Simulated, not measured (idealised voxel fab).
process module | voxel ribs on slabs
cross-section cut | 195 nm wide | cells 5 nm
A cross-section is a grid of square cells, given in bands from the top down. A band is one or more rows of cells.
Each band's line starts with the height of the band's top and of its bottom, in nm. Then come its materials from left to right, each with its width in nm. One material with "throughout" fills the band from edge to edge. "air" is empty space.
Height 0 is the level under which the wafer as received is all one material. The lowest band goes on downwards, as in "0 down".
A width such as "30 to 40" changes by the same amount from each row of cells to the next, from the band's top row to its bottom row.
"no change" after a step means that no cell of the cross-section changed.
closed voids: empty space of 8 cells or more with no open way to the top, each as width x height at its distance from the left edge, in nm
after a step's settings: what the simulator itself notes on the step
overlay nm, on a step with a mask: how far to the right of its planned place the mask lay; to the left if negative
plan
1 op RECEIVE | material Si
2 op DIRECTIONAL_DEP | material SiO2 | thk nm 10
3 op DIRECTIONAL_DEP | material SiN | thk nm 20
4 op PATTERN | tone cover | mask id RIB | material resist | width nm 30 | thk nm 20 | overlay nm 0
5 op DIRECTIONAL_ETCH | etch materials SiN | depth nm 10
6 op STRIP | etch materials resist
7 op PATTERN | tone cover | mask id SLAB | material resist | width nm 60 | thk nm 15 | overlay nm 0
8 op DIRECTIONAL_ETCH | etch materials SiN | depth nm 10
9 op STRIP | etch materials resist
10 op FILL_DEP | material SiO2 | thk nm 25
11 op CMP | height nm 55
12 op DIRECTIONAL_DEP | material W | thk nm 5
13 op PATTERN | tone cover | mask id HEATER | material resist | width nm 40 | thk nm 20 | overlay nm 0
14 op DIRECTIONAL_ETCH | etch materials W | depth nm 5
15 op STRIP | etch materials resist
16 op CONFORMAL_DEP | material SiN | thk nm 5
varied across the wafers: thk nm of step 2. The plan shows the first wafer's value. All wafers start alike
first wafer as received, after step 1
  0 down: Si throughout
  closed voids: none
first wafer at the end, after step 16
  65 to 60: air 70 | SiN 50 | air 75
  60 to 55: SiN 75 | W 40 | SiN 80
  55 to 30: SiO2 throughout
  30 to 20: SiO2 80 | SiN 30 | SiO2 85
  20 to 10: SiO2 65 | SiN 60 | SiO2 70
  10 to 0: SiO2 throughout
  0 down: Si throughout
  closed voids: none
last wafer at the end
  65 to 60: air 70 | SiN 50 | air 75
  60 to 55: SiN 75 | W 40 | SiN 80
  55 to 45: SiO2 80 | SiN 30 | SiO2 85
  45 to 35: SiO2 65 | SiN 60 | SiO2 70
  35 to 0: SiO2 throughout
  0 down: Si throughout
  closed voids: none
each wafer at the end: cells of each material gained (+) or lost (-) since it was received, then its closed voids
thk nm 10 | +77 SiN | +393 SiO2 | +8 W | closed voids: none
thk nm 15 | +77 SiN | +393 SiO2 | +8 W | closed voids: none
thk nm 20 | +77 SiN | +393 SiO2 | +8 W | closed voids: none
thk nm 25 | +77 SiN | +393 SiO2 | +8 W | closed voids: none
thk nm 30 | +77 SiN | +393 SiO2 | +8 W | closed voids: none
thk nm 35 | +77 SiN | +393 SiO2 | +8 W | closed voids: none
